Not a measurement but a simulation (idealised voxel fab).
The process module presented herein is designated voxel transistor to metal.
In the cross-section labelled cut, the width is 155 nm and each square cell is 5 nm.
Square cells in a grid make up a cross-section in this document, and the grid is given as bands, listed from the top down, each one or more rows of cells. Top, bottom (nm), then materials left to right with widths (nm); lone material tagged "throughout" fills the whole band edge to edge; "blank" = empty space. Heights are measured from 0, the level below which the as-received wafer is all one material; the lowest band has no bottom and continues downward, written as in "0..down". You'd read "30 to 40" like this: the band's top row of cells is as wide as the first number, its bottom row is as wide as the second, and going down, every row changes width by the same amount as the row before did. "same as before" -> step changed no cross-section cell. Heads up: "Closed internal voids" only lists the empty pockets with no open path to the top that are 8 cells or more, and it writes them as width x height at distance, distance from the left edge, in nm. That trailing text on a step's line, after the settings, is the simulator's own remark on the step. overlay nm: on a step with a mask, how far right of its planned place the mask lay; negative means left.

-- Process steps foreseen in the plan
1. RECEIVE with material Si
2. OXIDIZE with depth nm 5
3. CONFORMAL_DEP with material SiN, thk nm 15
4. MASKED_ETCH with tone cover, mask id ACTIVE, width nm 95, etch materials SiN, depth nm 15, overlay nm 0
5. MASKED_ETCH with tone cover, mask id ACTIVE, width nm 95, etch materials SiO2, depth nm 5, overlay nm 0
6. MASKED_ETCH with tone cover, mask id ACTIVE, width nm 95, etch materials Si, depth nm 25, overlay nm 0
7. OXIDIZE with depth nm 5
8. FILL_DEP with material SiO2, thk nm 5
9. CMP with height nm 15
10. SELECTIVE_ETCH with etch materials SiO2, depth nm 10
11. STRIP with etch materials SiN
12. SELECTIVE_ETCH with etch materials SiO2, depth nm 5
13. OXIDIZE with depth nm 5
14. DIRECTIONAL_DEP with material polySi, thk nm 20
15. DIRECTIONAL_DEP with material SiCN, thk nm 10
16. MASKED_ETCH with tone cover, mask id GATE, width nm 15, etch materials SiCN, depth nm 20, overlay nm 0
17. MASKED_ETCH with tone cover, mask id GATE, width nm 15, etch materials polySi, depth nm 30, overlay nm 0
18. CONFORMAL_DEP with material SiO2, thk nm 5
19. DIRECTIONAL_ETCH with etch materials SiO2, depth nm 5
20. CONFORMAL_DEP with material SiN, thk nm 10
21. DIRECTIONAL_ETCH with etch materials SiN, depth nm 10
22. DIRECTIONAL_ETCH with etch materials SiO2, depth nm 5
23. DIRECTIONAL_ETCH with etch materials Si, depth nm 15
24. EPI with material pSi, thk nm 20
25. FILL_DEP with material SiO2, thk nm 10
26. CMP with height nm 25
27. DIRECTIONAL_DEP with material SiO2, thk nm 15
28. PATTERN with tone open, mask id CONTACT, material resist, width nm 20, pitch nm 65, thk nm 15, overlay nm 0
29. DIRECTIONAL_ETCH with etch materials SiO2, depth nm 30
30. STRIP with etch materials resist
31. CONFORMAL_DEP with material TiN, thk nm 5
32. FILL_DEP with material W, thk nm 5
33. CMP with height nm 40
34. DIRECTIONAL_DEP with material TiN, thk nm 5
35. DIRECTIONAL_DEP with material Ru, thk nm 25
36. PATTERN with tone cover, mask id METAL_1, material resist, width nm 20, pitch nm 65, thk nm 15, overlay nm 0
37. DIRECTIONAL_ETCH with etch materials Ru, depth nm 25
38. DIRECTIONAL_ETCH with etch materials TiN, depth nm 5
39. STRIP with etch materials resist
40. FILL_DEP with material lowk, thk nm 10
41. CMP with height nm 70
42. CONFORMAL_DEP with material SiCN, thk nm 5
43. DIRECTIONAL_DEP with material SiO2, thk nm 35
44. MASKED_ETCH with tone open, mask id METAL_2_HOLES, width nm 15, pitch nm 65, etch materials SiO2, depth nm 35, overlay nm 0
45. PATTERN with tone open, mask id METAL_2, material resist, width nm 20, pitch nm 65, thk nm 20, overlay nm 0
46. DIRECTIONAL_ETCH with etch materials SiO2, depth nm 20
47. DIRECTIONAL_ETCH with etch materials SiCN, depth nm 5
48. STRIP with etch materials resist
49. CONFORMAL_DEP with material TiN, thk nm 5
50. FILL_DEP with material Ru, thk nm 5
51. CMP with height nm 110
52. CONFORMAL_DEP with material SiCN, thk nm 5

-- As-received wafer cross-section (after step 1)
    0..down: Si throughout
    Closed internal voids: none

-- Same starting wafer, same plan as above, one mistake in the execution; this is the cross-section at the end of the module
    115..110: SiCN throughout
    110..95: SiO2=35 | TiN=5 | Ru=10 | TiN=5 | SiO2=45 | TiN=5 | Ru=10 | TiN=5 | SiO2=35
    95..90: SiO2=35 | TiN=5 | Ru=5 | TiN=10 | SiO2=45 | TiN=5 | Ru=5 | TiN=10 | SiO2=35
    90..75: SiO2=35 | TiN=5 | Ru=5 | TiN=5 | SiO2=50 | TiN=5 | Ru=5 | TiN=5 | SiO2=40
    75..70: SiCN=35 | TiN=15 | SiCN=50 | TiN=15 | SiCN=40
    70..45: lowk=35 | Ru=20 | lowk=45 | Ru=20 | lowk=35
    45..40: lowk=35 | TiN=20 | lowk=45 | TiN=20 | lowk=35
    40..20: SiO2=35 | TiN=5 | W=10 | TiN=5 | SiO2=45 | TiN=5 | W=10 | TiN=5 | SiO2=35
    20..15: SiO2=35 | TiN=5 | W=10 | TiN=5 | SiN=10 | SiO2=5 | SiCN=15 | SiO2=5 | SiN=10 | TiN=5 | W=10 | TiN=5 | SiO2=35
    15..10: SiO2=35 | TiN=20 | SiN=10 | SiO2=5 | polySi=15 | SiO2=5 | SiN=10 | TiN=20 | SiO2=35
    10..0: SiO2=30 | pSi=25 | SiN=10 | SiO2=5 | polySi=15 | SiO2=5 | SiN=10 | pSi=25 | SiO2=30
    0..-5: SiO2=30 | SiN=10 | pSi=15 | SiN=10 | SiO2=5 | polySi=15 | SiO2=5 | SiN=10 | pSi=15 | SiN=10 | SiO2=30
    -5..-10: SiO2=40 | pSi=15 | SiO2=45 | pSi=15 | SiO2=40
    -10..-25: SiO2=35 | Si=5 | pSi=15 | Si=45 | pSi=15 | Si=5 | SiO2=35
    -25..-35: SiO2=35 | Si=85 | SiO2=35
    -35..down: Si throughout
    Closed internal voids: none
Diagnosis: step 15 was not run as planned; what actually ran was DIRECTIONAL_DEP with material SiCN, thk nm 5
